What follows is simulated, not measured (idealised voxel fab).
The following process module bears the name voxel wiring stack.
Section cut is 165 nm wide and gridded with 5 nm square cells.
Notation: cross-section as square-cell grid; stated in bands, top first, going down; one or more cell rows per band. Per band: top height and bottom height in nm, followed by the left-to-right materials and their widths in nm; "edge to edge" marks a single material spanning edge to edge, "air" marks empty space. Heads up on the height convention: 0 is the point under which the incoming wafer is all one material, and the lowest band has no bottom, it just keeps going down, like "0 nm and below". The width entry "30..40" should be interpreted row by row: the top row of cells in the band takes the first number, the bottom row takes the second number, and the change between adjacent rows is uniform throughout. What does "nothing changed" mean for a step? It means no cell of the cross-section changed in that step. Reported under the label "Sealed cavities" are the empty spaces having no open way to the top and comprising 8 cells or more; the notation for each is width x height at distance, in which the distance is measured from the left edge and all three values are in nm. Anything after a step's settings on that line? It's the simulator's own note about the step. overlay nm: step with mask; distance mask lay right of planned place; negative value = left of planned place.
The following list gives the planned process steps
1. op RECEIVE | material Si
2. op CONFORMAL_DEP | material SiO2 | thk nm 10
3. op DIRECTIONAL_DEP | material TiN | thk nm 5
4. op DIRECTIONAL_DEP | material W | thk nm 25
5. op DIRECTIONAL_DEP | material aC | thk nm 10
6. op PATTERN | tone cover | mask id METAL_1 | material resist | width nm 20 | pitch nm 35 | thk nm 25 | overlay nm 0
7. op DIRECTIONAL_ETCH | etch materials aC | depth nm 10
8. op STRIP | etch materials resist
9. op DIRECTIONAL_ETCH | etch materials W | depth nm 25
10. op DIRECTIONAL_ETCH | etch materials TiN | depth nm 5
11. op STRIP | etch materials aC
12. op CONFORMAL_DEP | material SiN | thk nm 5
13. op FILL_DEP | material lowk | thk nm 10
14. op CMP | height nm 40
15. op CONFORMAL_DEP | material SiCN | thk nm 5
16. op DIRECTIONAL_DEP | material SiO2 | thk nm 15
17. op PATTERN | tone open | mask id PLUG_1 | material resist | width nm 15 | pitch nm 70 | thk nm 15 | overlay nm 0
18. op DIRECTIONAL_ETCH | etch materials SiO2 | depth nm 15
19. op DIRECTIONAL_ETCH | etch materials SiCN | depth nm 5
20. op STRIP | etch materials resist
21. op CONFORMAL_DEP | material TiN | thk nm 5
22. op FILL_DEP | material Cu | thk nm 5
23. op CMP | height nm 60
24. op DIRECTIONAL_DEP | material TiN | thk nm 5
25. op DIRECTIONAL_DEP | material Ru | thk nm 25
26. op PATTERN | tone cover | mask id METAL_2 | material resist | width nm 20 | pitch nm 35 | thk nm 20 | overlay nm 0
27. op DIRECTIONAL_ETCH | etch materials Ru | depth nm 25
28. op DIRECTIONAL_ETCH | etch materials TiN | depth nm 5
29. op STRIP | etch materials resist
30. op FILL_DEP | material SiO2 | thk nm 5
31. op CMP | height nm 90
32. op CONFORMAL_DEP | material SiN | thk nm 5
Cross-section of the wafer upon arrival, representing the state reached after step 1
* 0 nm and below  Si edge to edge
* Sealed cavities: none
Module complete, cross-section. Starting point and plan per above. One mistake made in running the module
* 95 nm to 90 nm  SiN edge to edge
* 90 nm to 65 nm  SiO2 20 / Ru 20 / SiO2 15 / Ru 20 / SiO2 15 / Ru 20 / SiO2 15 / Ru 20 / SiO2 20
* 65 nm to 60 nm  SiO2 20 / TiN 20 / SiO2 15 / TiN 20 / SiO2 15 / TiN 20 / SiO2 15 / TiN 20 / SiO2 20
* 60 nm to 55 nm  SiO2 20 / TiN 5 / Cu 5 / TiN 5 / SiO2 55 / TiN 5 / Cu 5 / TiN 5 / SiO2 60
* 55 nm to 50 nm  SiCN 20 / TiN 15 / SiCN 55 / TiN 15 / SiCN 60
* 50 nm to 40 nm  SiCN edge to edge
* 40 nm to 15 nm  lowk 15 / SiN 5 / W 20 / SiN 5 / lowk 5 / SiN 5 / W 20 / SiN 5 / lowk 5 / SiN 5 / W 20 / SiN 5 / lowk 5 / SiN 5 / W 20 / SiN 5 / lowk 15
* 15 nm to 10 nm  SiN 20 / TiN 20 / SiN 15 / TiN 20 / SiN 15 / TiN 20 / SiN 15 / TiN 20 / SiN 20
* 10 nm to 0 nm  SiO2 edge to edge
* 0 nm and below  Si edge to edge
* Sealed cavities: none
Heads up, the wafer didn't run the way we planned it: in deviation from the planned setting, step 15 was conducted as op CONFORMAL_DEP | material SiCN | thk nm 15
